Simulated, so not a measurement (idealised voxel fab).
Presented below is a process module, voxel transistor to metal.
Each square cell in cross-section cut measures 5 nm, and the section as a whole is 215 nm wide.
Format of a cross-section: grid, square cells. Given as bands. Order: top down. Band: one or more rows of cells.
Band entry format. Leading values: height of top, height of bottom, nm. Remainder: materials in left-to-right order, each with its width in nm. Special words: "edge to edge" on a single material, which then fills the band edge to edge; "air", empty space.
Basically, 0 is our baseline, since under it the wafer straight out of the box is all one material. The bottom band has no lower end and keeps on going down, so it looks like "0 down".
It should be noted that a width expressed as "30 to 40" varies in equal increments from row to row of cells within the band, taking the value of the first number at the top row and that of the second number at the bottom row.
What does "no modifications" mean for a step? It means no cell of the cross-section changed in that step.
This entry, "Trapped voids", enumerates those empty regions of no fewer than 8 cells that possess no open connection to the top. Each region is reported in the form width x height at distance, the distance being taken from the left edge, with all three quantities expressed in nm.
If you see something after the settings on a step's line, that's the simulator's own remark about that step.
The setting "overlay nm" may be written on the line of a step. When the step uses a mask, the value reports how far to the right of the planned place the mask lay, and a negative value reports that it lay to the left.
### Steps in the process plan
1,RECEIVE | material Si
2,CONFORMAL_DEP | material SiO2 | thk nm 5
3,CONFORMAL_DEP | material SiN | thk nm 15
4,MASKED_ETCH | tone cover | mask id ACTIVE | width nm 100 | etch materials SiN | depth nm 15 | overlay nm 0
5,MASKED_ETCH | tone cover | mask id ACTIVE | width nm 100 | etch materials SiO2 | depth nm 5 | overlay nm 0
6,MASKED_ETCH | tone cover | mask id ACTIVE | width nm 100 | etch materials Si | depth nm 20 | overlay nm 0
7,OXIDIZE | depth nm 5
8,FILL_DEP | material SiO2 | thk nm 10
9,CMP | height nm 20
10,SELECTIVE_ETCH | etch materials SiO2 | depth nm 10
11,STRIP | etch materials SiN
12,SELECTIVE_ETCH | etch materials SiO2 | depth nm 5
13,OXIDIZE | depth nm 5
14,DIRECTIONAL_DEP | material polySi | thk nm 30
15,DIRECTIONAL_DEP | material SiCN | thk nm 15
16,DIRECTIONAL_DEP | material aC | thk nm 10
17,PATTERN | tone cover | mask id GATE | material resist | width nm 20 | thk nm 25 | overlay nm 0
18,DIRECTIONAL_ETCH | etch materials aC | depth nm 10
19,STRIP | etch materials resist
20,DIRECTIONAL_ETCH | etch materials SiCN | depth nm 25
21,DIRECTIONAL_ETCH | etch materials polySi | depth nm 40
22,STRIP | etch materials aC
23,CONFORMAL_DEP | material SiO2 | thk nm 5
24,DIRECTIONAL_ETCH | etch materials SiO2 | depth nm 5
25,CONFORMAL_DEP | material SiN | thk nm 10
26,DIRECTIONAL_ETCH | etch materials SiN | depth nm 10
27,DIRECTIONAL_ETCH | etch materials SiO2 | depth nm 5
28,EPI | material SiGe | thk nm 5
29,FILL_DEP | material SiO2 | thk nm 10
30,CMP | height nm 45
31,DIRECTIONAL_DEP | material SiO2 | thk nm 15
32,DIRECTIONAL_DEP | material aC | thk nm 10
33,PATTERN | tone open | mask id CONTACT | material resist | width nm 30 | pitch nm 60 | thk nm 30 | overlay nm 0
34,DIRECTIONAL_ETCH | etch materials aC | depth nm 10
35,STRIP | etch materials resist
36,DIRECTIONAL_ETCH | etch materials SiO2 | depth nm 60
37,STRIP | etch materials aC
38,CONFORMAL_DEP | material TiN | thk nm 5
39,FILL_DEP | material Ru | thk nm 5
40,CMP | height nm 60
41,DIRECTIONAL_DEP | material TiN | thk nm 5
42,DIRECTIONAL_DEP | material Ru | thk nm 15
43,MASKED_ETCH | tone cover | mask id METAL_1 | width nm 20 | pitch nm 70 | etch materials Ru | depth nm 15 | overlay nm 0
44,MASKED_ETCH | tone cover | mask id METAL_1 | width nm 20 | pitch nm 70 | etch materials TiN | depth nm 5 | overlay nm 0
45,CONFORMAL_DEP | material SiN | thk nm 5
46,FILL_DEP | material lowk | thk nm 5
47,CMP | height nm 80
48,CONFORMAL_DEP | material SiCN | thk nm 5
49,DIRECTIONAL_DEP | material SiO2 | thk nm 25
50,MASKED_ETCH | tone open | mask id METAL_2 | width nm 20 | pitch nm 70 | etch materials SiO2 | depth nm 15 | overlay nm 0
51,MASKED_ETCH | tone open | mask id METAL_2_HOLES | width nm 15 | pitch nm 70 | etch materials SiO2 | depth nm 10 | overlay nm 0
52,MASKED_ETCH | tone open | mask id METAL_2_HOLES | width nm 15 | pitch nm 70 | etch materials SiCN | depth nm 5 | overlay nm 0
53,CONFORMAL_DEP | material TiN | thk nm 5
54,FILL_DEP | material Cu | thk nm 5
55,CMP | height nm 110
56,CONFORMAL_DEP | material SiCN | thk nm 5
### As-received state of the wafer in cross-section, equivalent to post-step 1
  0 down = Si edge to edge
  Trapped voids: none
### End state of the module in cross-section, given the above starting point and plan and one mistake in execution
  115 to 110 = SiCN edge to edge
  110 to 100 = SiO2: 60; TiN: 5; Cu: 10; TiN: 5; SiO2: 50; TiN: 5; Cu: 10; TiN: 5; SiO2: 65
  100 to 95 = SiO2: 60; TiN: 5; Cu: 5; TiN: 10; SiO2: 50; TiN: 5; Cu: 5; TiN: 10; SiO2: 65
  95 to 85 = SiO2: 60; TiN: 5; Cu: 5; TiN: 5; SiO2: 55; TiN: 5; Cu: 5; TiN: 5; SiO2: 70
  85 to 80 = SiCN: 60; TiN: 15; SiCN: 55; TiN: 15; SiCN: 70
  80 to 65 = lowk: 55; aC: 5; Ru: 20; aC: 5; lowk: 40; aC: 5; Ru: 20; aC: 5; lowk: 60
  65 to 60 = aC: 60; TiN: 20; aC: 50; TiN: 20; aC: 65
  60 to 50 = SiO2: 60; TiN: 5; Ru: 20; TiN: 5; SiO2: 30; TiN: 5; Ru: 20; TiN: 5; SiO2: 65
  50 to 45 = SiO2: 60; TiN: 5; Ru: 10; TiN: 15; SiO2: 30; TiN: 15; Ru: 10; TiN: 5; SiO2: 65
  45 to 30 = SiO2: 60; TiN: 5; Ru: 10; TiN: 5; SiN: 10; SiO2: 5; SiCN: 20; SiO2: 5; SiN: 10; TiN: 5; Ru: 10; TiN: 5; SiO2: 65
  30 to 10 = SiO2: 60; TiN: 5; Ru: 10; TiN: 5; SiN: 10; SiO2: 5; polySi: 20; SiO2: 5; SiN: 10; TiN: 5; Ru: 10; TiN: 5; SiO2: 65
  10 to 5 = SiO2: 60; TiN: 10; Ru: 5; TiN: 5; SiN: 10; SiO2: 5; polySi: 20; SiO2: 5; SiN: 10; TiN: 5; Ru: 5; TiN: 10; SiO2: 65
  5 to 0 = SiO2: 55; SiN: 10; TiN: 15; SiN: 10; SiO2: 5; polySi: 20; SiO2: 5; SiN: 10; TiN: 15; SiN: 10; SiO2: 60
  0 to -5 = SiO2: 65; SiGe: 15; SiO2: 50; SiGe: 15; SiO2: 70
  -5 to -25 = SiO2: 60; Si: 90; SiO2: 65
  -25 down = Si edge to edge
  Trapped voids: none
Finding, execution versus plan: step 45 deviated from plan and actually ran as CONFORMAL_DEP | material aC | thk nm 5
